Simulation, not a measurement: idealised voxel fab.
Proc. module: voxel ribs on slabs
This is section cut - it's 280 nm across, gridded in 5 nm square cells.
Just so we're on the same page, the cross-sections are grids of square cells, and they're listed out in bands top to bottom, each band one or more rows deep. Basically the band line says how high the top is and how high the bottom is, in nm, and then what's in it from left to right, every material with its width in nm. Empty space shows up as "blank", and if a single material carries "all across" it runs the full band edge to edge. Ref level 0: as-received wafer is one material below here. Bottom band extends down with no lower bound ("z 0 and below"). A width such as "30 to 40" changes by the same amount from each row of cells to the next, from the band's top row to its bottom row. Where the words "nothing altered" appear for a step, the cross-section shows no cell changed by that step; every cell remained as before. Closed-off voids of 8+ cells (no open route to the top) go in "Enclosed internal voids", written width x height at distance from the left edge, in nm. Text after the settings on a step's line: the simulator's own remark on that step. "overlay nm" denotes, for a step that has a mask, the displacement of the mask to the right of its planned place, with negative values corresponding to the left.

PLANNED PROCESS STEPS
| 1 | RECEIVE (material Si) |
| 2 | DIRECTIONAL_DEP (material SiO2; thk nm 30) |
| 3 | DIRECTIONAL_DEP (material SiN; thk nm 20) |
| 4 | PATTERN (tone cover; mask id RIB; material resist; width nm 15; thk nm 15; overlay nm 0) |
| 5 | DIRECTIONAL_ETCH (etch materials SiN; depth nm 10) |
| 6 | STRIP (etch materials resist) |
| 7 | MASKED_ETCH (tone cover; mask id SLAB; width nm 45; etch materials SiN; depth nm 10; overlay nm 0) |
| 8 | FILL_DEP (material SiO2; thk nm 20) |
| 9 | CMP (height nm 60) |
| 10 | DIRECTIONAL_DEP (material W; thk nm 5) |
| 11 | MASKED_ETCH (tone cover; mask id HEATER; width nm 25; etch materials W; depth nm 5; overlay nm 0) |
| 12 | CONFORMAL_DEP (material SiO2; thk nm 5) |
Heads up: all these wafers start the same, and what changes between them is the thk nm in step 10. The value you see in the plan is just what the first wafer got.

AS RECEIVED, I.E. AFTER STEP 1: CROSS-SECTION THROUGH THE FIRST OF SEVERAL WAFERS
* z 0 and below | Si all across
* Enclosed internal voids: none

MODULE FINISHED, LAST STEP 12 DONE: CROSS-SECTION OF THE FIRST OF SEVERAL WAFERS
* z 70 to 65 | blank (120) / SiO2 (35) / blank (125)
* z 65 to 60 | SiO2 (125) / W (25) / SiO2 (130)
* z 60 to 50 | SiO2 all across
* z 50 to 40 | SiO2 (130) / SiN (15) / SiO2 (135)
* z 40 to 30 | SiO2 (115) / SiN (45) / SiO2 (120)
* z 30 to 0 | SiO2 all across
* z 0 and below | Si all across
* Enclosed internal voids: none

FINAL WAFER OF SEVERAL, SHOWN IN CROSS-SECTION AT THE END OF THE MODULE
* z 85 to 80 | blank (120) / SiO2 (35) / blank (125)
* z 80 to 75 | SiO2 (125) / W (25) / SiO2 (130)
* z 75 to 60 | W all across
* z 60 to 50 | SiO2 all across
* z 50 to 40 | SiO2 (130) / SiN (15) / SiO2 (135)
* z 40 to 30 | SiO2 (115) / SiN (45) / SiO2 (120)
* z 30 to 0 | SiO2 all across
* z 0 and below | Si all across
* Enclosed internal voids: none

GAINED (+) OR LOST (-) CELLS OF EACH MATERIAL SINCE RECEIPT, THEN CLOSED VOIDS: ONE ROW PER WAFER, AT THE END OF THE MODULE
thk nm 5; +24 SiN; +706 SiO2; +5 W; Enclosed internal voids: none
thk nm 10; +24 SiN; +706 SiO2; +61 W; Enclosed internal voids: none
thk nm 15; +24 SiN; +706 SiO2; +117 W; Enclosed internal voids: none
thk nm 20; +24 SiN; +706 SiO2; +173 W; Enclosed internal voids: none
